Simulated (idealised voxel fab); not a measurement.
Process module under the name voxel gate over fins
For reference, the cross-section in this document is cut, with width 205 nm and square cells of 5 nm.
We lay out every cross-section as a grid of square cells and spell it out in bands from the top down, where one band means one or more rows of cells.
Top height, bottom height, nm. Materials left to right, width each, nm. Single material + "edge to edge" = fills band edge to edge. "air" = empty.
Heights from 0 (as-received wafer is one material below). Bottom band endless downward, as "top 0, no bottom".
Top row gets the first number, bottom row gets the second, and each row in between changes by the same step: that is how a band width like "30 to 40" works.
It should be understood that the words "changes: none", when stated for a given step, signify that the cross-section underwent no change in any of its cells during that step.
Any empty space of 8 cells or more lacking an open way to the top shows up in "Tabulated closed voids" as width x height at distance, distance from the left edge, in nm.
The remark found on a step's line after its settings is issued by the simulator itself and pertains to that step.
overlay nm, on a step with a mask: how far to the right of its planned place the mask lay; to the left if negative
Quick note on how to read the rest: it's all pairs. You get the cross-section before a process step and the one after, but the after one only goes down as far as the lowest band that changed. The step in between, with its settings, sits under the pair. Heads up, the pairs can come from different runs of this module on the same starting wafer, so don't assume a pair picks up from the one above unless its "Before this step" entry says it does.
Before this step
	top 0, no bottom: Si edge to edge
	Tabulated closed voids: none
Cross-Section Thereafter
	top 10, bottom 0: SiN edge to edge
	Below a height of 0, the structure has not been altered.
	Tabulated closed voids: none
The before and after cross-sections above are linked by CONFORMAL_DEP [material SiN] [thk nm 10]
Before this step: the cross-section after the pair above
Cross-Section Thereafter
	top 10, bottom 0: 75 air / 15 SiN / 25 air / 15 SiN / 75 air
	Below a height of 0, the structure has not been altered.
	Tabulated closed voids: none
The before and after cross-sections above are linked by MASKED_ETCH [tone cover] [mask id FINS] [width nm 15] [pitch nm 40] [etch materials SiN] [depth nm 10] [overlay nm 0]
Before this step: the cross-section after the pair above
Cross-Section Thereafter
	top 10, bottom 0: 75 air / 15 SiN / 25 air / 15 SiN / 75 air
	top 0, bottom -40: 75 air / 15 Si / 25 air / 15 Si / 75 air
	Below a height of -40, the structure has not been altered.
	Tabulated closed voids: none
The before and after cross-sections above are linked by MASKED_ETCH [tone cover] [mask id FINS] [width nm 15] [pitch nm 40] [etch materials Si] [depth nm 40] [overlay nm 0]
Before this step: the cross-section after the pair above
Cross-Section Thereafter
	top 15, bottom 10: SiO2 edge to edge
	top 10, bottom 0: 75 SiO2 / 15 SiN / 25 SiO2 / 15 SiN / 75 SiO2
	top 0, bottom -40: 75 SiO2 / 15 Si / 25 SiO2 / 15 Si / 75 SiO2
	Below a height of -40, the structure has not been altered.
	Tabulated closed voids: none
The before and after cross-sections above are linked by FILL_DEP [material SiO2] [thk nm 5]
Before this step: the cross-section after the pair above
Cross-Section Thereafter
	top 10, bottom 0: 75 SiO2 / 15 SiN / 25 SiO2 / 15 SiN / 75 SiO2
	Below a height of 0, the structure has not been altered.
	Tabulated closed voids: none
The before and after cross-sections above are linked by CMP [height nm 10]
Before this step: the cross-section after the pair above
Cross-Section Thereafter
	top 10, bottom 0: 75 air / 15 SiN / 25 air / 15 SiN / 75 air
	top 0, bottom -10: 75 air / 15 Si / 25 air / 15 Si / 75 air
	Below a height of -10, the structure has not been altered.
	Tabulated closed voids: none
The before and after cross-sections above are linked by SELECTIVE_ETCH [etch materials SiO2] [depth nm 20]
Before this step: the cross-section after the pair above
Cross-Section Thereafter
	top 0, bottom -10: 75 air / 15 Si / 25 air / 15 Si / 75 air
	Below a height of -10, the structure has not been altered.
	Tabulated closed voids: none
The before and after cross-sections above are linked by STRIP [etch materials SiN]
Before this step: the cross-section after the pair above
Cross-Section Thereafter
	top 5, bottom 0: 70 air / 25 HfO2 / 15 air / 25 HfO2 / 70 air
	top 0, bottom -5: 70 air / 5 HfO2 / 15 Si / 5 HfO2 / 15 air / 5 HfO2 / 15 Si / 5 HfO2 / 70 air
	top -5, bottom -10: 75 HfO2 / 15 Si / 25 HfO2 / 15 Si / 75 HfO2
	Below a height of -10, the structure has not been altered.
	Tabulated closed voids: none
The before and after cross-sections above are linked by CONFORMAL_DEP [material HfO2] [thk nm 5]
Before this step: the cross-section after the pair above
Cross-Section Thereafter
	top 10, bottom 5: 65 air / 35 TiN / 5 air / 35 TiN / 65 air
	top 5, bottom 0: 65 air / 5 TiN / 25 HfO2 / 5 TiN / 5 air / 5 TiN / 25 HfO2 / 5 TiN / 65 air
	top 0, bottom -5: 70 TiN / 5 HfO2 / 15 Si / 5 HfO2 / 15 TiN / 5 HfO2 / 15 Si / 5 HfO2 / 70 TiN
	Below a height of -5, the structure has not been altered.
	Tabulated closed voids: none
The before and after cross-sections above are linked by CONFORMAL_DEP [material TiN] [thk nm 5]
Before this step: the cross-section after the pair above
Cross-Section Thereafter
	top 15, bottom 10: 60 air / 85 TiAl / 60 air
	top 10, bottom 5: 60 air / 5 TiAl / 35 TiN / 5 TiAl / 35 TiN / 5 TiAl / 60 air
	top 5, bottom 0: 65 TiAl / 5 TiN / 25 HfO2 / 5 TiN / 5 TiAl / 5 TiN / 25 HfO2 / 5 TiN / 65 TiAl
	Below a height of 0, the structure has not been altered.
	Tabulated closed voids: none
The before and after cross-sections above are linked by CONFORMAL_DEP [material TiAl] [thk nm 5]
Before this step: the cross-section after the pair above
Cross-Section Thereafter
	top 20, bottom 15: 55 air / 95 TiN / 55 air
	top 15, bottom 10: 55 air / 5 TiN / 85 TiAl / 5 TiN / 55 air
	top 10, bottom 5: 60 TiN / 5 TiAl / 35 TiN / 5 TiAl / 35 TiN / 5 TiAl / 60 TiN
	Below a height of 5, the structure has not been altered.
	Tabulated closed voids: none
The before and after cross-sections above are linked by CONFORMAL_DEP [material TiN] [thk nm 5]
Before this step: the cross-section after the pair above
Cross-Section Thereafter
	top 35, bottom 20: W edge to edge
	top 20, bottom 15: 55 W / 95 TiN / 55 W
	top 15, bottom 10: 55 W / 5 TiN / 85 TiAl / 5 TiN / 55 W
	Below a height of 10, the structure has not been altered.
	Tabulated closed voids: none
The before and after cross-sections above are linked by FILL_DEP [material W] [thk nm 15]
Before this step: the cross-section after the pair above
Cross-Section Thereafter
	top 30, bottom 20: W edge to edge
	Below a height of 20, the structure has not been altered.
	Tabulated closed voids: none
The before and after cross-sections above are linked by CMP [height nm 30]
Before this step: the cross-section after the pair above
Cross-Section Thereafter
	top 40, bottom 30: SiN edge to edge
	Below a height of 30, the structure has not been altered.
	Tabulated closed voids: none
The before and after cross-sections above are linked by CONFORMAL_DEP [material SiN] [thk nm 10]
Before this step
	top 0, bottom -10: 75 air / 15 Si / 25 air / 15 Si / 75 air
	top -10, bottom -40: 75 SiO2 / 15 Si / 25 SiO2 / 15 Si / 75 SiO2
	top -40, no bottom: Si edge to edge
	Tabulated closed voids: none
Cross-Section Thereafter
	top 5, bottom 0: 70 air / 25 TiN / 15 air / 25 TiN / 70 air
	top 0, bottom -5: 70 air / 5 TiN / 15 Si / 5 TiN / 15 air / 5 TiN / 15 Si / 5 TiN / 70 air
	top -5, bottom -10: 75 TiN / 15 Si / 25 TiN / 15 Si / 75 TiN
	Below a height of -10, the structure has not been altered.
	Tabulated closed voids: none
The before and after cross-sections above are linked by CONFORMAL_DEP [material TiN] [thk nm 5]
Before this step: the cross-section after the pair above
Cross-Section Thereafter
	top 10, bottom 5: 65 air / 35 TiAl / 5 air / 35 TiAl / 65 air
	top 5, bottom 0: 65 air / 5 TiAl / 25 TiN / 5 TiAl / 5 air / 5 TiAl / 25 TiN / 5 TiAl / 65 air
	top 0, bottom -5: 70 TiAl / 5 TiN / 15 Si / 5 TiN / 15 TiAl / 5 TiN / 15 Si / 5 TiN / 70 TiAl
	Below a height of -5, the structure has not been altered.
	Tabulated closed voids: none
The before and after cross-sections above are linked by CONFORMAL_DEP [material TiAl] [thk nm 5]
Before this step: the cross-section after the pair above
Cross-Section Thereafter
	top 15, bottom 10: 60 air / 85 TiN / 60 air
	top 10, bottom 5: 60 air / 5 TiN / 35 TiAl / 5 TiN / 35 TiAl / 5 TiN / 60 air
	top 5, bottom 0: 65 TiN / 5 TiAl / 25 TiN / 5 TiAl / 5 TiN / 5 TiAl / 25 TiN / 5 TiAl / 65 TiN
	Below a height of 0, the structure has not been altered.
	Tabulated closed voids: none
The before and after cross-sections above are linked by CONFORMAL_DEP [material TiN] [thk nm 5]
Before this step: the cross-section after the pair above
Cross-Section Thereafter
	top 30, bottom 15: W edge to edge
	top 15, bottom 10: 60 W / 85 TiN / 60 W
	top 10, bottom 5: 60 W / 5 TiN / 35 TiAl / 5 TiN / 35 TiAl / 5 TiN / 60 W
	Below a height of 5, the structure has not been altered.
	Tabulated closed voids: none
The before and after cross-sections above are linked by FILL_DEP [material W] [thk nm 15]
Before this step: the cross-section after the pair above
Cross-Section Thereafter
	top 40, bottom 30: SiN edge to edge
	Below a height of 30, the structure has not been altered.
	Tabulated closed voids: none
The before and after cross-sections above are linked by CONFORMAL_DEP [material SiN] [thk nm 10]
Before this step
	top 10, bottom 0: 75 air / 15 SiN / 25 air / 15 SiN / 75 air
	top 0, bottom -10: 75 air / 15 Si / 25 air / 15 Si / 75 air
	top -10, bottom -40: 75 SiO2 / 15 Si / 25 SiO2 / 15 Si / 75 SiO2
	top -40, no bottom: Si edge to edge
	Tabulated closed voids: none
Cross-Section Thereafter
	top 10, bottom 0: 75 air / 15 SiN / 25 air / 15 SiN / 75 air
	top 0, bottom -30: 75 air / 15 Si / 25 air / 15 Si / 75 air
	Below a height of -30, the structure has not been altered.
	Tabulated closed voids: none
The before and after cross-sections above are linked by SELECTIVE_ETCH [etch materials SiO2] [depth nm 20]
Before this step: the cross-section after the pair above
Cross-Section Thereafter
	top 0, bottom -30: 75 air / 15 Si / 25 air / 15 Si / 75 air
	Below a height of -30, the structure has not been altered.
	Tabulated closed voids: none
The before and after cross-sections above are linked by STRIP [etch materials SiN]
Before this step: the cross-section after the pair above
Cross-Section Thereafter
	top 5, bottom 0: 70 air / 25 HfO2 / 15 air / 25 HfO2 / 70 air
	top 0, bottom -25: 70 air / 5 HfO2 / 15 Si / 5 HfO2 / 15 air / 5 HfO2 / 15 Si / 5 HfO2 / 70 air
	top -25, bottom -30: 75 HfO2 / 15 Si / 25 HfO2 / 15 Si / 75 HfO2
	Below a height of -30, the structure has not been altered.
	Tabulated closed voids: none
The before and after cross-sections above are linked by CONFORMAL_DEP [material HfO2] [thk nm 5]
Before this step: the cross-section after the pair above
Cross-Section Thereafter
	top 10, bottom 5: 65 air / 35 TiN / 5 air / 35 TiN / 65 air
	top 5, bottom 0: 65 air / 5 TiN / 25 HfO2 / 5 TiN / 5 air / 5 TiN / 25 HfO2 / 5 TiN / 65 air
	top 0, bottom -20: 65 air / 5 TiN / 5 HfO2 / 15 Si / 5 HfO2 / 5 TiN / 5 air / 5 TiN / 5 HfO2 / 15 Si / 5 HfO2 / 5 TiN / 65 air
	top -20, bottom -25: 70 TiN / 5 HfO2 / 15 Si / 5 HfO2 / 15 TiN / 5 HfO2 / 15 Si / 5 HfO2 / 70 TiN
	Below a height of -25, the structure has not been altered.
	Tabulated closed voids: none
The before and after cross-sections above are linked by CONFORMAL_DEP [material TiN] [thk nm 5]
Before this step: the cross-section after the pair above
Cross-Section Thereafter
	top 15, bottom 10: 60 air / 85 TiAl / 60 air
	top 10, bottom 5: 60 air / 5 TiAl / 35 TiN / 5 TiAl / 35 TiN / 5 TiAl / 60 air
	top 5, bottom 0: 60 air / 5 TiAl / 5 TiN / 25 HfO2 / 5 TiN / 5 TiAl / 5 TiN / 25 HfO2 / 5 TiN / 5 TiAl / 60 air
	top 0, bottom -15: 60 air / 5 TiAl / 5 TiN / 5 HfO2 / 15 Si / 5 HfO2 / 5 TiN / 5 TiAl / 5 TiN / 5 HfO2 / 15 Si / 5 HfO2 / 5 TiN / 5 TiAl / 60 air
	top -15, bottom -20: 65 TiAl / 5 TiN / 5 HfO2 / 15 Si / 5 HfO2 / 5 TiN / 5 TiAl / 5 TiN / 5 HfO2 / 15 Si / 5 HfO2 / 5 TiN / 65 TiAl
	Below a height of -20, the structure has not been altered.
	Tabulated closed voids: none
The before and after cross-sections above are linked by CONFORMAL_DEP [material TiAl] [thk nm 5]
Before this step: the cross-section after the pair above
Cross-Section Thereafter
	top 20, bottom 15: 55 air / 95 TiN / 55 air
	top 15, bottom 10: 55 air / 5 TiN / 85 TiAl / 5 TiN / 55 air
	top 10, bottom 5: 55 air / 5 TiN / 5 TiAl / 35 TiN / 5 TiAl / 35 TiN / 5 TiAl / 5 TiN / 55 air
	top 5, bottom 0: 55 air / 5 TiN / 5 TiAl / 5 TiN / 25 HfO2 / 5 TiN / 5 TiAl / 5 TiN / 25 HfO2 / 5 TiN / 5 TiAl / 5 TiN / 55 air
	top 0, bottom -10: 55 air / 5 TiN / 5 TiAl / 5 TiN / 5 HfO2 / 15 Si / 5 HfO2 / 5 TiN / 5 TiAl / 5 TiN / 5 HfO2 / 15 Si / 5 HfO2 / 5 TiN / 5 TiAl / 5 TiN / 55 air
	top -10, bottom -15: 60 TiN / 5 TiAl / 5 TiN / 5 HfO2 / 15 Si / 5 HfO2 / 5 TiN / 5 TiAl / 5 TiN / 5 HfO2 / 15 Si / 5 HfO2 / 5 TiN / 5 TiAl / 60 TiN
	Below a height of -15, the structure has not been altered.
	Tabulated closed voids: none
The before and after cross-sections above are linked by CONFORMAL_DEP [material TiN] [thk nm 5]
Before this step: the cross-section after the pair above
Cross-Section Thereafter
	top 35, bottom 20: W edge to edge
	top 20, bottom 15: 55 W / 95 TiN / 55 W
	top 15, bottom 10: 55 W / 5 TiN / 85 TiAl / 5 TiN / 55 W
	top 10, bottom 5: 55 W / 5 TiN / 5 TiAl / 35 TiN / 5 TiAl / 35 TiN / 5 TiAl / 5 TiN / 55 W
	top 5, bottom 0: 55 W / 5 TiN / 5 TiAl / 5 TiN / 25 HfO2 / 5 TiN / 5 TiAl / 5 TiN / 25 HfO2 / 5 TiN / 5 TiAl / 5 TiN / 55 W
	top 0, bottom -10: 55 W / 5 TiN / 5 TiAl / 5 TiN / 5 HfO2 / 15 Si / 5 HfO2 / 5 TiN / 5 TiAl / 5 TiN / 5 HfO2 / 15 Si / 5 HfO2 / 5 TiN / 5 TiAl / 5 TiN / 55 W
	Below a height of -10, the structure has not been altered.
	Tabulated closed voids: none
The before and after cross-sections above are linked by FILL_DEP [material W] [thk nm 15]
Before this step: the cross-section after the pair above
Cross-Section Thereafter
	top 30, bottom 20: W edge to edge
	Below a height of 20, the structure has not been altered.
	Tabulated closed voids: none
The before and after cross-sections above are linked by CMP [height nm 30]
Before this step: the cross-section after the pair above
Cross-Section Thereafter
	top 40, bottom 30: SiN edge to edge
	Below a height of 30, the structure has not been altered.
	Tabulated closed voids: none
The before and after cross-sections above are linked by CONFORMAL_DEP [material SiN] [thk nm 10]
Before this step
	top 5, bottom 0: 70 air / 25 TiN / 15 air / 25 TiN / 70 air
	top 0, bottom -5: 70 air / 5 TiN / 15 Si / 5 TiN / 15 air / 5 TiN / 15 Si / 5 TiN / 70 air
	top -5, bottom -10: 75 TiN / 15 Si / 25 TiN / 15 Si / 75 TiN
	top -10, bottom -40: 75 SiO2 / 15 Si / 25 SiO2 / 15 Si / 75 SiO2
	top -40, no bottom: Si edge to edge
	Tabulated closed voids: none
Cross-Section Thereafter
	top 10, bottom 5: 65 air / 35 HfO2 / 5 air / 35 HfO2 / 65 air
	top 5, bottom 0: 65 air / 5 HfO2 / 25 TiN / 5 HfO2 / 5 air / 5 HfO2 / 25 TiN / 5 HfO2 / 65 air
	top 0, bottom -5: 70 HfO2 / 5 TiN / 15 Si / 5 TiN / 15 HfO2 / 5 TiN / 15 Si / 5 TiN / 70 HfO2
	Below a height of -5, the structure has not been altered.
	Tabulated closed voids: none
The before and after cross-sections above are linked by CONFORMAL_DEP [material HfO2] [thk nm 5]
Before this step: the cross-section after the pair above
Cross-Section Thereafter
	top 15, bottom 10: 60 air / 85 TiAl / 60 air
	top 10, bottom 5: 60 air / 5 TiAl / 35 HfO2 / 5 TiAl / 35 HfO2 / 5 TiAl / 60 air
	top 5, bottom 0: 65 TiAl / 5 HfO2 / 25 TiN / 5 HfO2 / 5 TiAl / 5 HfO2 / 25 TiN / 5 HfO2 / 65 TiAl
	Below a height of 0, the structure has not been altered.
	Tabulated closed voids: none
The before and after cross-sections above are linked by CONFORMAL_DEP [material TiAl] [thk nm 5]
Before this step: the cross-section after the pair above
Cross-Section Thereafter
	top 20, bottom 15: 55 air / 95 TiN / 55 air
	top 15, bottom 10: 55 air / 5 TiN / 85 TiAl / 5 TiN / 55 air
	top 10, bottom 5: 60 TiN / 5 TiAl / 35 HfO2 / 5 TiAl / 35 HfO2 / 5 TiAl / 60 TiN
	Below a height of 5, the structure has not been altered.
	Tabulated closed voids: none
The before and after cross-sections above are linked by CONFORMAL_DEP [material TiN] [thk nm 5]
Before this step: the cross-section after the pair above
Cross-Section Thereafter
	top 35, bottom 20: W edge to edge
	top 20, bottom 15: 55 W / 95 TiN / 55 W
	top 15, bottom 10: 55 W / 5 TiN / 85 TiAl / 5 TiN / 55 W
	Below a height of 10, the structure has not been altered.
	Tabulated closed voids: none
The before and after cross-sections above are linked by FILL_DEP [material W] [thk nm 15]
Before this step: the cross-section after the pair above
Cross-Section Thereafter
	top 30, bottom 20: W edge to edge
	Below a height of 20, the structure has not been altered.
	Tabulated closed voids: none
The before and after cross-sections above are linked by CMP [height nm 30]
Before this step: the cross-section after the pair above
Cross-Section Thereafter
	top 40, bottom 30: SiN edge to edge
	Below a height of 30, the structure has not been altered.
	Tabulated closed voids: none
The before and after cross-sections above are linked by CONFORMAL_DEP [material SiN] [thk nm 10]
Before this step
	top 10, bottom 0: 75 air / 15 SiN / 25 air / 15 SiN / 75 air
	top 0, no bottom: Si edge to edge
	Tabulated closed voids: none
Cross-Section Thereafter
	top 10, bottom 0: 75 air / 15 SiN / 25 air / 15 SiN / 75 air
	top 0, bottom -30: 75 air / 15 Si / 25 air / 15 Si / 75 air
	Below a height of -30, the structure has not been altered.
	Tabulated closed voids: none
The before and after cross-sections above are linked by MASKED_ETCH [tone cover] [mask id FINS] [width nm 15] [pitch nm 40] [etch materials Si] [depth nm 30] [overlay nm 0]
Before this step: the cross-section after the pair above
Cross-Section Thereafter
	top 15, bottom 10: SiO2 edge to edge
	top 10, bottom 0: 75 SiO2 / 15 SiN / 25 SiO2 / 15 SiN / 75 SiO2
	top 0, bottom -30: 75 SiO2 / 15 Si / 25 SiO2 / 15 Si / 75 SiO2
	Below a height of -30, the structure has not been altered.
	Tabulated closed voids: none
The before and after cross-sections above are linked by FILL_DEP [material SiO2] [thk nm 5]
Before this step: the cross-section after the pair above
Cross-Section Thereafter
	top 10, bottom 0: 75 SiO2 / 15 SiN / 25 SiO2 / 15 SiN / 75 SiO2
	Below a height of 0, the structure has not been altered.
	Tabulated closed voids: none
The before and after cross-sections above are linked by CMP [height nm 10]
Before this step: the cross-section after the pair above
Cross-Section Thereafter
	top 10, bottom 0: 75 air / 15 SiN / 25 air / 15 SiN / 75 air
	top 0, bottom -10: 75 air / 15 Si / 25 air / 15 Si / 75 air
	Below a height of -10, the structure has not been altered.
	Tabulated closed voids: none
The before and after cross-sections above are linked by SELECTIVE_ETCH [etch materials SiO2] [depth nm 20]
Before this step: the cross-section after the pair above
Cross-Section Thereafter
	top 0, bottom -10: 75 air / 15 Si / 25 air / 15 Si / 75 air
	Below a height of -10, the structure has not been altered.
	Tabulated closed voids: none
The before and after cross-sections above are linked by STRIP [etch materials SiN]
Before this step: the cross-section after the pair above
Cross-Section Thereafter
	top 5, bottom 0: 70 air / 25 HfO2 / 15 air / 25 HfO2 / 70 air
	top 0, bottom -5: 70 air / 5 HfO2 / 15 Si / 5 HfO2 / 15 air / 5 HfO2 / 15 Si / 5 HfO2 / 70 air
	top -5, bottom -10: 75 HfO2 / 15 Si / 25 HfO2 / 15 Si / 75 HfO2
	Below a height of -10, the structure has not been altered.
	Tabulated closed voids: none
The before and after cross-sections above are linked by CONFORMAL_DEP [material HfO2] [thk nm 5]
Before this step: the cross-section after the pair above
Cross-Section Thereafter
	top 10, bottom 5: 65 air / 35 TiN / 5 air / 35 TiN / 65 air
	top 5, bottom 0: 65 air / 5 TiN / 25 HfO2 / 5 TiN / 5 air / 5 TiN / 25 HfO2 / 5 TiN / 65 air
	top 0, bottom -5: 70 TiN / 5 HfO2 / 15 Si / 5 HfO2 / 15 TiN / 5 HfO2 / 15 Si / 5 HfO2 / 70 TiN
	Below a height of -5, the structure has not been altered.
	Tabulated closed voids: none
The before and after cross-sections above are linked by CONFORMAL_DEP [material TiN] [thk nm 5]
Before this step: the cross-section after the pair above
Cross-Section Thereafter
	top 15, bottom 10: 60 air / 85 TiAl / 60 air
	top 10, bottom 5: 60 air / 5 TiAl / 35 TiN / 5 TiAl / 35 TiN / 5 TiAl / 60 air
	top 5, bottom 0: 65 TiAl / 5 TiN / 25 HfO2 / 5 TiN / 5 TiAl / 5 TiN / 25 HfO2 / 5 TiN / 65 TiAl
	Below a height of 0, the structure has not been altered.
	Tabulated closed voids: none
The before and after cross-sections above are linked by CONFORMAL_DEP [material TiAl] [thk nm 5]
Before this step: the cross-section after the pair above
Cross-Section Thereafter
	top 20, bottom 15: 55 air / 95 TiN / 55 air
	top 15, bottom 10: 55 air / 5 TiN / 85 TiAl / 5 TiN / 55 air
	top 10, bottom 5: 60 TiN / 5 TiAl / 35 TiN / 5 TiAl / 35 TiN / 5 TiAl / 60 TiN
	Below a height of 5, the structure has not been altered.
	Tabulated closed voids: none
The before and after cross-sections above are linked by CONFORMAL_DEP [material TiN] [thk nm 5]
Before this step: the cross-section after the pair above
Cross-Section Thereafter
	top 35, bottom 20: W edge to edge
	top 20, bottom 15: 55 W / 95 TiN / 55 W
	top 15, bottom 10: 55 W / 5 TiN / 85 TiAl / 5 TiN / 55 W
	Below a height of 10, the structure has not been altered.
	Tabulated closed voids: none
The before and after cross-sections above are linked by FILL_DEP [material W] [thk nm 15]
Before this step: the cross-section after the pair above
Cross-Section Thereafter
	top 30, bottom 20: W edge to edge
	Below a height of 20, the structure has not been altered.
	Tabulated closed voids: none
The before and after cross-sections above are linked by CMP [height nm 30]
Before this step: the cross-section after the pair above
Cross-Section Thereafter
	top 40, bottom 30: SiN edge to edge
	Below a height of 30, the structure has not been altered.
	Tabulated closed voids: none
The before and after cross-sections above are linked by CONFORMAL_DEP [material SiN] [thk nm 10]
Before this step
	top 30, bottom 20: W edge to edge
	top 20, bottom 15: 55 W / 95 TiN / 55 W
	top 15, bottom 10: 55 W / 5 TiN / 85 TiAl / 5 TiN / 55 W
	top 10, bottom 5: 60 TiN / 5 TiAl / 35 TiN / 5 TiAl / 35 TiN / 5 TiAl / 60 TiN
	top 5, bottom 0: 65 TiAl / 5 TiN / 25 HfO2 / 5 TiN / 5 TiAl / 5 TiN / 25 HfO2 / 5 TiN / 65 TiAl
	top 0, bottom -5: 70 TiN / 5 HfO2 / 15 Si / 5 HfO2 / 15 TiN / 5 HfO2 / 15 Si / 5 HfO2 / 70 TiN
	top -5, bottom -10: 75 HfO2 / 15 Si / 25 HfO2 / 15 Si / 75 HfO2
	top -10, bottom -40: 75 SiO2 / 15 Si / 25 SiO2 / 15 Si / 75 SiO2
	top -40, no bottom: Si edge to edge
	Tabulated closed voids: none
Cross-Section Thereafter
	top 40, bottom 30: TiAl edge to edge
	Below a height of 30, the structure has not been altered.
	Tabulated closed voids: none
The before and after cross-sections above are linked by CONFORMAL_DEP [material TiAl] [thk nm 10]
